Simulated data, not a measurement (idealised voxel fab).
Documented hereafter: the process module known as voxel released beams.
Shown is cross-section cut, with a width of 280 nm and square cells of size 5 nm.
In this document a cross-section is written as a grid of square cells. It is given as a series of bands, listed from the top down, and a band is one or more rows of cells. Within each band entry, the heights of the top and of the bottom of the band appear first, in that order and in nm; the materials of the band then follow from left to right, each with its corresponding width in nm. The designation "everywhere" on a single material indicates that it fills the band from edge to edge; the designation "air" indicates empty space. Height reference: 0 = level under which incoming wafer is all one material. Lowest band: no bottom, runs on downward, e.g. "0..down". A width such as "30..40" changes by the same amount from each row of cells to the next, from the band's top row to its bottom row. Where a step carries "no change", the cross-section came out of it unchanged, cell for cell. Entry "Voids, sealed". Content: empty spaces with no open connection to the top, size 8 cells or greater. Each: width x height at distance. Distance: from left edge. Unit: nm. The remark found on a step's line after its settings is issued by the simulator itself and pertains to that step. overlay nm, on a step with a mask: how far to the right of its planned place the mask lay; to the left if negative.

[Steps in the process plan]
| 1 | RECEIVE,material Si |
| 2 | CONFORMAL_DEP,material SiN,thk nm 5 |
| 3 | DIRECTIONAL_DEP,material SiO2,thk nm 20 |
| 4 | PATTERN,tone open,mask id ANCHOR,material resist,width nm 30,thk nm 15,overlay nm -15 |
| 5 | DIRECTIONAL_ETCH,etch materials SiO2,depth nm 20 |
| 6 | STRIP,etch materials resist |
| 7 | CONFORMAL_DEP,material TiN,thk nm 10 |
| 8 | DIRECTIONAL_DEP,material aC,thk nm 10 |
| 9 | PATTERN,tone cover,mask id BEAM,material resist,width nm 105,thk nm 30,overlay nm 0 |
| 10 | DIRECTIONAL_ETCH,etch materials aC,depth nm 10 |
| 11 | STRIP,etch materials resist |
| 12 | DIRECTIONAL_ETCH,etch materials TiN,depth nm 10 |
| 13 | STRIP,etch materials aC |
| 14 | STRIP,etch materials SiO2 |
varied across the wafers: overlay nm of step 4. The plan shows the first wafer's value. All wafers start alike

[Received wafers, first of several: cross-section after step 1]
* 0..down | Si everywhere
* Voids, sealed: none

[Below: a row per wafer. Contents at end of module: for every material, cells gained since receipt (+) or lost since receipt (-); then closed voids]
overlay nm -15 | +56 SiN | +58 TiN | Voids, sealed: none
overlay nm -10 | +56 SiN | +58 TiN | Voids, sealed: none
overlay nm -5 | +56 SiN | +58 TiN | Voids, sealed: none
overlay nm 0 | +56 SiN | +58 TiN | Voids, sealed: none
overlay nm 5 | +56 SiN | +58 TiN | Voids, sealed: none
overlay nm 10 | +56 SiN | +58 TiN | Voids, sealed: none
overlay nm 15 | +56 SiN | +58 TiN | Voids, sealed: none
